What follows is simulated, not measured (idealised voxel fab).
process module | voxel plated lines
cross-section cut | 245 nm wide | cells 5 nm
A cross-section is a grid of square cells, given in bands from the top down. A band is one or more rows of cells.
Each band's line starts with the height of the band's top and of its bottom, in nm. Then come its materials from left to right, each with its width in nm. One material with "throughout" fills the band from edge to edge. "air" is empty space.
Height 0 is the level under which the wafer as received is all one material. The lowest band goes on downwards, as in "0 down".
A width such as "30 to 40" changes by the same amount from each row of cells to the next, from the band's top row to its bottom row.
"no change" after a step means that no cell of the cross-section changed.
closed voids: empty space of 8 cells or more with no open way to the top, each as width x height at its distance from the left edge, in nm
after a step's settings: what the simulator itself notes on the step
overlay nm, on a step with a mask: how far to the right of its planned place the mask lay; to the left if negative
plan
1 op RECEIVE | material Si
2 op CONFORMAL_DEP | material SiN | thk nm 15
3 op DIRECTIONAL_DEP | material TiN | thk nm 5
4 op PATTERN | tone open | mask id LINES | material resist | width nm 20 | pitch nm 45 | thk nm 15 | overlay nm 0
5 op EPI | material Ru | thk nm 10
6 op STRIP | etch materials resist
7 op DIRECTIONAL_ETCH | etch materials TiN | depth nm 5
8 op CONFORMAL_DEP | material SiO2 | thk nm 5
first wafer, as planned
as received, after step 1
  0 down: Si throughout
  closed voids: none
after step 2
  15 to 0: SiN throughout
  below 0: unchanged
after step 3
  20 to 15: TiN throughout
  below 15: unchanged
after step 4
  35 to 20: resist 45 | air 20 | resist 25 | air 20 | resist 25 | air 20 | resist 25 | air 20 | resist 45
  below 20: unchanged
after step 5
  35 to 30: resist 45 | air 20 | resist 25 | air 20 | resist 25 | air 20 | resist 25 | air 20 | resist 45
  30 to 20: resist 45 | Ru 20 | resist 25 | Ru 20 | resist 25 | Ru 20 | resist 25 | Ru 20 | resist 45
  below 20: unchanged
after step 6
  30 to 20: air 45 | Ru 20 | air 25 | Ru 20 | air 25 | Ru 20 | air 25 | Ru 20 | air 45
  below 20: unchanged
after step 7
  30 to 20: air 45 | Ru 20 | air 25 | Ru 20 | air 25 | Ru 20 | air 25 | Ru 20 | air 45
  20 to 15: air 45 | TiN 20 | air 25 | TiN 20 | air 25 | TiN 20 | air 25 | TiN 20 | air 45
  below 15: unchanged
after step 8
  35 to 30: air 40 | SiO2 30 | air 15 | SiO2 30 | air 15 | SiO2 30 | air 15 | SiO2 30 | air 40
  30 to 20: air 40 | SiO2 5 | Ru 20 | SiO2 5 | air 15 | SiO2 5 | Ru 20 | SiO2 5 | air 15 | SiO2 5 | Ru 20 | SiO2 5 | air 15 | SiO2 5 | Ru 20 | SiO2 5 | air 40
  20 to 15: SiO2 45 | TiN 20 | SiO2 25 | TiN 20 | SiO2 25 | TiN 20 | SiO2 25 | TiN 20 | SiO2 45
  below 15: unchanged
second wafer: like start, like plan, one mistake. Through step 4 it matches the first wafer
when step 5 should have ended
  40 to 35: air 40 | Ru 30 | air 15 | Ru 30 | air 15 | Ru 30 | air 15 | Ru 30 | air 40
  35 to 20: resist 45 | Ru 20 | resist 25 | Ru 20 | resist 25 | Ru 20 | resist 25 | Ru 20 | resist 45
  below 20: unchanged
when step 6 should have ended
  40 to 35: air 40 | Ru 30 | air 15 | Ru 30 | air 15 | Ru 30 | air 15 | Ru 30 | air 40
  35 to 20: air 45 | Ru 20 | air 25 | Ru 20 | air 25 | Ru 20 | air 25 | Ru 20 | air 45
  below 20: unchanged
when step 7 should have ended
  40 to 35: air 40 | Ru 30 | air 15 | Ru 30 | air 15 | Ru 30 | air 15 | Ru 30 | air 40
  35 to 20: air 45 | Ru 20 | air 25 | Ru 20 | air 25 | Ru 20 | air 25 | Ru 20 | air 45
  20 to 15: air 40 | TiN 30 | air 15 | TiN 30 | air 15 | TiN 30 | air 15 | TiN 30 | air 40
  below 15: unchanged
when step 8 should have ended
  45 to 40: air 35 | SiO2 40 | air 5 | SiO2 40 | air 5 | SiO2 40 | air 5 | SiO2 40 | air 35
  40 to 30: air 35 | SiO2 5 to 10 | Ru 30 to 20 | SiO2 5 to 10 | air 5 | SiO2 5 to 10 | Ru 30 to 20 | SiO2 5 to 10 | air 5 | SiO2 5 to 10 | Ru 30 to 20 | SiO2 5 to 10 | air 5 | SiO2 5 to 10 | Ru 30 to 20 | SiO2 5 to 10 | air 35
  30 to 20: air 40 to 35 | SiO2 5 to 10 | Ru 20 | SiO2 5 to 10 | air 15 to 5 | SiO2 5 to 10 | Ru 20 | SiO2 5 to 10 | air 15 to 5 | SiO2 5 to 10 | Ru 20 | SiO2 5 to 10 | air 15 to 5 | SiO2 5 to 10 | Ru 20 | SiO2 5 to 10 | air 40 to 35
  20 to 15: SiO2 40 | TiN 30 | SiO2 15 | TiN 30 | SiO2 15 | TiN 30 | SiO2 15 | TiN 30 | SiO2 40
  below 15: unchanged
what went wrong: step 5 was run twice
at the end the second wafer has, in cells: 40 more of Ru | 32 more of SiO2 | 8 more of TiN
